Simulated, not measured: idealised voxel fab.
process module | voxel local oxidation
cross-section cut | 280 nm wide | cells 5 nm
A cross-section is a grid of square cells, given in bands from the top down. A band is one or more rows of cells.
Each band's line starts with the height of the band's top and of its bottom, in nm. Then come its materials from left to right, each with its width in nm. One material with "throughout" fills the band from edge to edge. "air" is empty space.
Height 0 is the level under which the wafer as received is all one material. The lowest band goes on downwards, as in "0 down".
A width such as "30 to 40" changes by the same amount from each row of cells to the next, from the band's top row to its bottom row.
"no change" after a step means that no cell of the cross-section changed.
closed voids: empty space of 8 cells or more with no open way to the top, each as width x height at its distance from the left edge, in nm
after a step's settings: what the simulator itself notes on the step
overlay nm, on a step with a mask: how far to the right of its planned place the mask lay; to the left if negative
plan
1 op RECEIVE | material Si
2 op CONFORMAL_DEP | material SiO2 | thk nm 5
3 op CONFORMAL_DEP | material SiN | thk nm 15
4 op PATTERN | tone cover | mask id ACTIVE | material resist | width nm 95 | thk nm 15 | overlay nm 0
5 op DIRECTIONAL_ETCH | etch materials SiN | depth nm 15
6 op STRIP | etch materials resist
7 op SELECTIVE_ETCH | etch materials SiO2 | depth nm 5
8 op OXIDIZE | depth nm 15
9 op STRIP | etch materials SiN
first wafer, as planned
as received, after step 1
  0 down: Si throughout
  closed voids: none
after step 2
  5 to 0: SiO2 throughout
  below 0: unchanged
after step 3
  20 to 5: SiN throughout
  below 5: unchanged
after step 4
  35 to 20: air 90 | resist 95 | air 95
  below 20: unchanged
after step 5
  35 to 20: air 90 | resist 95 | air 95
  20 to 5: air 90 | SiN 95 | air 95
  below 5: unchanged
after step 6
  20 to 5: air 90 | SiN 95 | air 95
  below 5: unchanged
after step 7
  20 to 5: air 90 | SiN 95 | air 95
  5 to 0: air 95 | SiO2 85 | air 100
  below 0: unchanged
after step 8
  20 to 5: air 90 | SiN 95 | air 95
  5 to 0: air 95 | SiO2 85 | air 100
  0 to -15: SiO2 110 | Si 55 | SiO2 115
  below -15: unchanged
after step 9
  5 to 0: air 95 | SiO2 85 | air 100
  below 0: unchanged
second wafer: like start, like plan, one mistake. Through step 5 it matches the first wafer
when step 6 should have ended
  35 to 20: air 90 | resist 95 | air 95
  20 to 5: air 90 | SiN 95 | air 95
  5 to 0: air 95 | SiO2 85 | air 100
  below 0: unchanged
when step 7 should have ended
  20 to 5: air 90 | SiN 95 | air 95
  below 5: unchanged
when step 8 should have ended
  20 to 5: air 90 | SiN 95 | air 95
  5 to 0: air 95 | SiO2 85 | air 100
  0 to -15: SiO2 110 | Si 55 | SiO2 115
  below -15: unchanged
when step 9 should have ended
  5 to 0: air 95 | SiO2 85 | air 100
  below 0: unchanged
what went wrong: steps 6 and 7 were swapped
at the end the two cross-sections are the same: no effect in what this model computes
